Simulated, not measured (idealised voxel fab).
process module | voxel gate over fins
cross-section cut | 180 nm wide | cells 5 nm
A cross-section is a grid of square cells, given in bands from the top down. A band is one or more rows of cells.
Each band's line starts with the height of the band's top and of its bottom, in nm. Then come its materials from left to right, each with its width in nm. One material with "throughout" fills the band from edge to edge. "air" is empty space.
Height 0 is the level under which the wafer as received is all one material. The lowest band goes on downwards, as in "0 down".
A width such as "30 to 40" changes by the same amount from each row of cells to the next, from the band's top row to its bottom row.
"no change" after a step means that no cell of the cross-section changed.
closed voids: empty space of 8 cells or more with no open way to the top, each as width x height at its distance from the left edge, in nm
after a step's settings: what the simulator itself notes on the step
overlay nm, on a step with a mask: how far to the right of its planned place the mask lay; to the left if negative
plan
1 op RECEIVE | material Si
2 op CONFORMAL_DEP | material SiN | thk nm 5
3 op MASKED_ETCH | tone cover | mask id FINS | width nm 15 | pitch nm 55 | etch materials SiN | depth nm 5 | overlay nm 0
4 op MASKED_ETCH | tone cover | mask id FINS | width nm 15 | pitch nm 55 | etch materials Si | depth nm 35 | overlay nm 0
5 op FILL_DEP | material SiO2 | thk nm 15
6 op CMP | height nm 5
7 op MASKED_ETCH | tone open | mask id RAIL | width nm 15 | etch materials SiO2 | depth nm 35 | overlay nm 0
8 op CONFORMAL_DEP | material TiN | thk nm 5
9 op FILL_DEP | material Ru | thk nm 5
10 op CMP | height nm 5
11 op SELECTIVE_ETCH | etch materials W Ru TiN | depth nm 20
12 op FILL_DEP | material SiO2 | thk nm 5
13 op CMP | height nm 5
14 op SELECTIVE_ETCH | etch materials SiO2 | depth nm 15
15 op STRIP | etch materials SiN
16 op CONFORMAL_DEP | material HfO2 | thk nm 5
17 op CONFORMAL_DEP | material TiN | thk nm 5
18 op FILL_DEP | material W | thk nm 10
19 op CMP | height nm 15
20 op CONFORMAL_DEP | material SiCN | thk nm 10
as received, after step 1
  0 down: Si throughout
  closed voids: none
a wafer at the end: this start, this plan, one mistake
  25 to 15: SiCN throughout
  15 to 10: W throughout
  10 to 5: W 15 | TiN 35 | W 20 | TiN 35 | W 20 | TiN 35 | W 20
  5 to 0: W 15 | TiN 5 | HfO2 25 | TiN 5 | W 20 | TiN 5 | HfO2 25 | TiN 5 | W 20 | TiN 5 | HfO2 25 | TiN 5 | W 20
  0 to -5: TiN 20 | HfO2 5 | Si 15 | HfO2 5 | TiN 30 | HfO2 5 | Si 15 | HfO2 5 | TiN 30 | HfO2 5 | Si 15 | HfO2 5 | TiN 25
  -5 to -10: HfO2 25 | Si 15 | HfO2 40 | Si 15 | HfO2 40 | Si 15 | HfO2 30
  -10 to -15: SiO2 25 | Si 15 | SiO2 40 | Si 15 | SiO2 40 | Si 15 | SiO2 30
  -15 to -25: SiO2 25 | Si 15 | SiO2 5 | TiN 5 | Ru 5 | TiN 5 | SiO2 20 | Si 15 | SiO2 40 | Si 15 | SiO2 30
  -25 to -30: SiO2 25 | Si 15 | SiO2 5 | TiN 15 | SiO2 20 | Si 15 | SiO2 40 | Si 15 | SiO2 30
  -30 to -35: SiO2 25 | Si 15 | SiO2 40 | Si 15 | SiO2 40 | Si 15 | SiO2 30
  -35 down: Si throughout
  closed voids: none
what went wrong: step 7 ran as: op MASKED_ETCH | tone open | mask id RAIL | width nm 15 | etch materials SiO2 | depth nm 35 | overlay nm -5
